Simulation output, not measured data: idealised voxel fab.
The process module that follows is named voxel self aligned vias.
Square cell edge 5 nm, section width 280 nm, ID cut.
The cross-sections in this document take the form of a grid made of square cells. They are written out as bands, in order from top to bottom. Each band consists of one or more rows of cells. First you get the band's top height and its bottom height, in nm, and then the materials it's made of, left to right, with each width in nm. If you see a single material with "all across", that one covers the band edge to edge. "blank" is empty space. It should be noted that heights are counted from 0, beneath which the wafer as supplied is of one material throughout, and that the lowest band possesses no lower boundary but continues downward, as written in "from 0 down". Note: "30..40" means the width goes from the first number (top row of the band) to the second number (bottom row) in equal steps per row of cells. It should be understood that the words "nothing was modified", when stated for a given step, signify that the cross-section underwent no change in any of its cells during that step. Each empty space that has no open way to the top and spans at least 8 cells appears under "Fully closed voids" as width x height at distance, the distance counted from the left edge, all in nm. Note: text after step settings on the step line = simulator remark on that step. A step line may carry the setting "overlay nm", which, for steps involving a mask, states the distance by which the mask lay to the right of its intended position; negative values denote displacement to the left.

Process steps foreseen in the plan:
- 1: RECEIVE (material Si)
- 2: CONFORMAL_DEP (material SiO2; thk nm 10)
- 3: CONFORMAL_DEP (material SiCN; thk nm 5)
- 4: DIRECTIONAL_DEP (material lowk; thk nm 30)
- 5: DIRECTIONAL_DEP (material aC; thk nm 15)
- 6: PATTERN (tone open; mask id LINES; material resist; width nm 30; pitch nm 65; thk nm 35; overlay nm 0)
- 7: DIRECTIONAL_ETCH (etch materials aC; depth nm 15)
- 8: STRIP (etch materials resist)
- 9: DIRECTIONAL_ETCH (etch materials lowk; depth nm 30)
- 10: STRIP (etch materials aC)
- 11: CONFORMAL_DEP (material TiN; thk nm 5)
- 12: FILL_DEP (material W; thk nm 10)
- 13: CMP (height nm 45)
- 14: SELECTIVE_ETCH (etch materials W Ru TiN; depth nm 10)
- 15: FILL_DEP (material SiN; thk nm 5)
- 16: CMP (height nm 45)
- 17: DIRECTIONAL_DEP (material lowk; thk nm 20)
- 18: MASKED_ETCH (tone open; mask id VIAS; width nm 50; pitch nm 65; etch materials lowk; depth nm 20; overlay nm 0)
- 19: MASKED_ETCH (tone open; mask id VIAS; width nm 50; pitch nm 65; etch materials SiN; depth nm 10; overlay nm 0)
- 20: CONFORMAL_DEP (material TiN; thk nm 5)
- 21: FILL_DEP (material Ru; thk nm 10)
- 22: CMP (height nm 65)
- 23: CONFORMAL_DEP (material SiN; thk nm 5)

Cross-section, incoming material, after step 1:
* from 0 down: Si all across
* Fully closed voids: none

Final cross-section, module run with one mistake (start and plan as above):
* from 70 to 65: SiN all across
* from 65 to 50: lowk 50  TiN 5  aC 40  TiN 5  lowk 15  TiN 5  aC 40  TiN 5  lowk 15  TiN 5  aC 40  TiN 5  lowk 50
* from 50 to 40: lowk 50..60  TiN 15..5  aC 20  TiN 15..5  lowk 15..35  TiN 15..5  aC 20  TiN 15..5  lowk 15..35  TiN 15..5  aC 20  TiN 15..5  lowk 50..60
* from 40 to 35: lowk 60  TiN 30  lowk 35  TiN 30  lowk 35  TiN 30  lowk 60
* from 35 to 20: lowk 60  TiN 5  W 20  TiN 5  lowk 35  TiN 5  W 20  TiN 5  lowk 35  TiN 5  W 20  TiN 5  lowk 60
* from 20 to 15: lowk 60  TiN 30  lowk 35  TiN 30  lowk 35  TiN 30  lowk 60
* from 15 to 10: SiCN all across
* from 10 to 0: SiO2 all across
* from 0 down: Si all across
* Fully closed voids: none
What broke from the plan during processing? step 21 ran with different settings than intended, the actual operation and settings being FILL_DEP (material aC; thk nm 10)
